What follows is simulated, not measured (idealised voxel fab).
Title: Process Module voxel transistor to metal
Section shown: cut. Width: 265 nm. Cell size: 5 nm, square.
A cross-section is written here as square cells arranged in a grid, and it is given in bands from the top down, each band taking up one or more rows of cells. Read a band's entry like this: the first values are the height of its top and the height of its bottom in nm, and what follows is the sequence of materials from left to right, each with its width in nm. Note that "empty" is empty space, and that a single material marked "full width" reaches across the band from edge to edge. For the purposes of this specification, 0 denotes the height below which the wafer in its as-received condition is composed wholly of one material, and the lowermost band, lacking a lower limit, extends downward without end, as expressed in "0..down". The width entry "30 to 40" should be interpreted row by row: the top row of cells in the band takes the first number, the bottom row takes the second number, and the change between adjacent rows is uniform throughout. No cell of the cross-section changed in a step that is given as "changes: none". Closed empty spaces (no open way to the top) of 8 cells or more are what "Encapsulated voids" lists, each as width x height at distance from the left edge, nm for all three. It should be noted that, on the line of a given step, the content following the step's settings is a remark produced by the simulator itself with respect to that step. "overlay nm" answers the question of how far to the right of plan the mask lay on a step that has a mask, and when it is negative the answer is to the left.

THESE ARE THE STEPS WE PLANNED FOR THE PROCESS
1: op RECEIVE | material Si
2: op CONFORMAL_DEP | material SiO2 | thk nm 5
3: op CONFORMAL_DEP | material SiN | thk nm 10
4: op PATTERN | tone cover | mask id ACTIVE | material resist | width nm 100 | pitch nm 125 | thk nm 20 | overlay nm 0
5: op DIRECTIONAL_ETCH | etch materials SiN | depth nm 10
6: op DIRECTIONAL_ETCH | etch materials SiO2 | depth nm 5
7: op DIRECTIONAL_ETCH | etch materials Si | depth nm 25
8: op STRIP | etch materials resist
9: op OXIDIZE | depth nm 5
10: op FILL_DEP | material SiO2 | thk nm 5
11: op CMP | height nm 15
12: op SELECTIVE_ETCH | etch materials SiO2 | depth nm 10
13: op STRIP | etch materials SiN
14: op SELECTIVE_ETCH | etch materials SiO2 | depth nm 5
15: op OXIDIZE | depth nm 5
16: op DIRECTIONAL_DEP | material polySi | thk nm 30
17: op DIRECTIONAL_DEP | material SiCN | thk nm 15
18: op DIRECTIONAL_DEP | material aC | thk nm 15
19: op PATTERN | tone cover | mask id GATE | material resist | width nm 20 | pitch nm 125 | thk nm 30 | overlay nm 0
20: op DIRECTIONAL_ETCH | etch materials aC | depth nm 15
21: op STRIP | etch materials resist
22: op DIRECTIONAL_ETCH | etch materials SiCN | depth nm 25
23: op DIRECTIONAL_ETCH | etch materials polySi | depth nm 40
24: op STRIP | etch materials aC
25: op CONFORMAL_DEP | material SiN | thk nm 10
26: op DIRECTIONAL_ETCH | etch materials SiN | depth nm 10
27: op DIRECTIONAL_ETCH | etch materials SiO2 | depth nm 5
28: op DIRECTIONAL_ETCH | etch materials Si | depth nm 10
29: op EPI | material SiGe | thk nm 15
30: op FILL_DEP | material SiO2 | thk nm 5
31: op CMP | height nm 45
32: op DIRECTIONAL_DEP | material SiO2 | thk nm 15
33: op DIRECTIONAL_DEP | material aC | thk nm 15
34: op PATTERN | tone open | mask id CONTACT | material resist | width nm 20 | thk nm 35 | overlay nm 0
35: op DIRECTIONAL_ETCH | etch materials aC | depth nm 15
36: op STRIP | etch materials resist
37: op DIRECTIONAL_ETCH | etch materials SiO2 | depth nm 60
38: op STRIP | etch materials aC
39: op CONFORMAL_DEP | material TiN | thk nm 5
40: op FILL_DEP | material Ru | thk nm 10
41: op CMP | height nm 60
42: op CONFORMAL_DEP | material SiN | thk nm 5
43: op DIRECTIONAL_DEP | material lowk | thk nm 20
44: op PATTERN | tone open | mask id METAL_1 | material resist | width nm 20 | thk nm 20 | overlay nm 0
45: op DIRECTIONAL_ETCH | etch materials lowk | depth nm 20
46: op DIRECTIONAL_ETCH | etch materials SiN | depth nm 5
47: op STRIP | etch materials resist
48: op CONFORMAL_DEP | material TiN | thk nm 5
49: op FILL_DEP | material Ru | thk nm 5
50: op CMP | height nm 85
51: op CONFORMAL_DEP | material SiCN | thk nm 5
52: op DIRECTIONAL_DEP | material lowk | thk nm 25
53: op DIRECTIONAL_DEP | material aC | thk nm 15
54: op PATTERN | tone open | mask id METAL_2_HOLES | material resist | width nm 15 | pitch nm 125 | thk nm 35 | overlay nm 0
55: op DIRECTIONAL_ETCH | etch materials aC | depth nm 15
56: op STRIP | etch materials resist
57: op DIRECTIONAL_ETCH | etch materials lowk | depth nm 25
58: op STRIP | etch materials aC
59: op PATTERN | tone open | mask id METAL_2 | material resist | width nm 20 | pitch nm 125 | thk nm 20 | overlay nm 0
60: op DIRECTIONAL_ETCH | etch materials lowk | depth nm 15
61: op DIRECTIONAL_ETCH | etch materials SiCN | depth nm 5
62: op STRIP | etch materials resist
63: op CONFORMAL_DEP | material TiN | thk nm 5
64: op FILL_DEP | material Ru | thk nm 10
65: op CMP | height nm 115
66: op CONFORMAL_DEP | material SiN | thk nm 5

THIS IS THE CROSS-SECTION OF THE WAFER AS WE RECEIVED IT, I.E. AFTER STEP 1
- 0..down = Si full width
- Encapsulated voids: none

FINAL WAFER PROFILE IN CROSS-SECTION AFTER THE MODULE, FROM THE SAME START AND PLAN AS ABOVE, WITH ONE MISTAKE MADE DURING PROCESSING
- 120..115 = SiN full width
- 115..105 = 25 of lowk, then 5 of TiN, then 10 of Ru, then 5 of TiN, then 105 of lowk, then 5 of TiN, then 10 of Ru, then 5 of TiN, then 95 of lowk
- 105..100 = 25 of lowk, then 5 of TiN, then 5 of Ru, then 10 of TiN, then 105 of lowk, then 5 of TiN, then 5 of Ru, then 10 of TiN, then 95 of lowk
- 100..90 = 25 of lowk, then 5 of TiN, then 5 of Ru, then 5 of TiN, then 110 of lowk, then 5 of TiN, then 5 of Ru, then 5 of TiN, then 100 of lowk
- 90..85 = 25 of SiCN, then 15 of TiN, then 110 of SiCN, then 15 of TiN, then 100 of SiCN
- 85..65 = 20 of Ru, then 5 of TiN, then 20 of lowk, then 5 of TiN, then 40 of Ru, then 5 of TiN, then 20 of lowk, then 5 of TiN, then 25 of Ru, then 5 of TiN, then 20 of lowk, then 5 of TiN, then 40 of Ru, then 5 of TiN, then 20 of lowk, then 5 of TiN, then 20 of Ru
- 65..60 = 25 of TiN, then 20 of SiN, then 50 of TiN, then 20 of SiN, then 35 of TiN, then 20 of SiN, then 50 of TiN, then 20 of SiN, then 25 of TiN
- 60..45 = 25 of SiO2, then 5 of TiN, then 10 of Ru, then 5 of TiN, then 50 of SiO2, then 5 of TiN, then 10 of Ru, then 5 of TiN, then 35 of SiO2, then 5 of TiN, then 10 of Ru, then 5 of TiN, then 50 of SiO2, then 5 of TiN, then 10 of Ru, then 5 of TiN, then 25 of SiO2
- 45..30 = 25 of SiO2, then 5 of TiN, then 10 of Ru, then 5 of TiN, then 5 of SiO2, then 10 of SiN, then 20 of SiCN, then 10 of SiN, then 5 of SiO2, then 5 of TiN, then 10 of Ru, then 5 of TiN, then 35 of SiO2, then 5 of TiN, then 10 of Ru, then 5 of TiN, then 5 of SiO2, then 10 of SiN, then 20 of SiCN, then 10 of SiN, then 5 of SiO2, then 5 of TiN, then 10 of Ru, then 5 of TiN, then 25 of SiO2
- 30..15 = 25 of SiO2, then 5 of TiN, then 10 of Ru, then 5 of TiN, then 5 of SiO2, then 10 of SiN, then 20 of polySi, then 10 of SiN, then 5 of SiO2, then 5 of TiN, then 10 of Ru, then 5 of TiN, then 35 of SiO2, then 5 of TiN, then 10 of Ru, then 5 of TiN, then 5 of SiO2, then 10 of SiN, then 20 of polySi, then 10 of SiN, then 5 of SiO2, then 5 of TiN, then 10 of Ru, then 5 of TiN, then 25 of SiO2
- 15..10 = 25 of SiO2, then 20 of TiN, then 5 of SiO2, then 10 of SiN, then 20 of polySi, then 10 of SiN, then 5 of SiO2, then 20 of TiN, then 35 of SiO2, then 20 of TiN, then 5 of SiO2, then 10 of SiN, then 20 of polySi, then 10 of SiN, then 5 of SiO2, then 20 of TiN, then 25 of SiO2
- 10..0 = 25 of SiO2, then 10 of TiN, then 15 of SiGe, then 10 of SiN, then 20 of polySi, then 10 of SiN, then 15 of SiGe, then 10 of TiN, then 35 of SiO2, then 10 of TiN, then 15 of SiGe, then 10 of SiN, then 20 of polySi, then 10 of SiN, then 15 of SiGe, then 10 of TiN, then 25 of SiO2
- 0..-5 = 20 of SiO2, then 30 of SiGe, then 40 of SiO2, then 30 of SiGe, then 25 of SiO2, then 30 of SiGe, then 40 of SiO2, then 30 of SiGe, then 20 of SiO2
- -5..-15 = 25 of SiO2, then 25 of SiGe, then 40 of Si, then 25 of SiGe, then 35 of SiO2, then 25 of SiGe, then 40 of Si, then 25 of SiGe, then 25 of SiO2
- -15..-30 = 25 of SiO2, then 90 of Si, then 35 of SiO2, then 90 of Si, then 25 of SiO2
- -30..down = Si full width
- Encapsulated voids: none
Want to know what went wrong? step 44, actual vs plan mismatch, actual run op PATTERN | tone cover | mask id METAL_1 | material resist | width nm 20 | thk nm 20 | overlay nm 0
